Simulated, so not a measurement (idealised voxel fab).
Title: Process Module voxel released beams
Each square cell in cross-section cut measures 5 nm, and the section as a whole is 290 nm wide.
How to read a cross-section here: the picture is a grid of square cells, written as bands going from the top down, and any band can span one or more rows of cells. Read a band's entry like this: the first values are the height of its top and the height of its bottom in nm, and what follows is the sequence of materials from left to right, each with its width in nm. Note that "empty" is empty space, and that a single material marked "everywhere" reaches across the band from edge to edge. Heights are measured from 0, the level below which the as-received wafer is all one material; the lowest band has no bottom and continues downward, written as in "z 0 and below". A width such as "30->40" changes by the same amount from each row of cells to the next, from the band's top row to its bottom row. A step reported as "nothing different" is a step in which no cell of the cross-section changed. Enclosed voids (no open way to top), threshold 8 cells or more, entry "Voids, fully enclosed", notation width x height at distance, distance from left edge, nm. It should be noted that, on the line of a given step, the content following the step's settings is a remark produced by the simulator itself with respect to that step. Steps that use a mask can have "overlay nm" on their line. It says how far the mask sat to the right of where it was meant to be. Negative means to the left.

## List of planned process steps
1,RECEIVE, material Si
2,CONFORMAL_DEP, material Al2O3, thk nm 5
3,DIRECTIONAL_DEP, material SiO2, thk nm 15
4,PATTERN, tone open, mask id ANCHOR, material resist, width nm 25, thk nm 15, overlay nm 0
5,DIRECTIONAL_ETCH, etch materials SiO2, depth nm 15
6,STRIP, etch materials resist
7,CONFORMAL_DEP, material polySi, thk nm 10
8,MASKED_ETCH, tone cover, mask id BEAM, width nm 85, etch materials polySi, depth nm 10, overlay nm 0
9,STRIP, etch materials SiO2
The plan shows the width nm of step 8 as the first wafer had it; this setting differs between the wafers, which start out alike.

## Cross-section of the first of several wafers as received (after step 1)
    z 0 and below | Si everywhere
    Voids, fully enclosed: none

## Shown in cross-section: the first of several wafers at the end of the module, after its last step, step 9
    z 30 to 20 | 100 of empty / 10 of polySi / 5 of empty / 70 of polySi / 105 of empty
    z 20 to 15 | 100 of empty / 10 of polySi / 5 of empty / 10 of polySi / 165 of empty
    z 15 to 5 | 100 of empty / 25 of polySi / 165 of empty
    z 5 to 0 | Al2O3 everywhere
    z 0 and below | Si everywhere
    Voids, fully enclosed: none

## Wafer cross-section (last wafer, module end)
    z 30 to 20 | 90 of empty / 20 of polySi / 5 of empty / 85 of polySi / 90 of empty
    z 20 to 15 | 100 of empty / 10 of polySi / 5 of empty / 10 of polySi / 165 of empty
    z 15 to 5 | 100 of empty / 25 of polySi / 165 of empty
    z 5 to 0 | Al2O3 everywhere
    z 0 and below | Si everywhere
    Voids, fully enclosed: none

## Gained (+) or lost (-) cells of each material since receipt, then closed voids: one row per wafer, at the end of the module
width nm 85, +58 Al2O3, +46 polySi, Voids, fully enclosed: none
width nm 90, +58 Al2O3, +48 polySi, Voids, fully enclosed: none
width nm 95, +58 Al2O3, +50 polySi, Voids, fully enclosed: none
width nm 100, +58 Al2O3, +52 polySi, Voids, fully enclosed: none
width nm 105, +58 Al2O3, +54 polySi, Voids, fully enclosed: none
width nm 110, +58 Al2O3, +56 polySi, Voids, fully enclosed: none
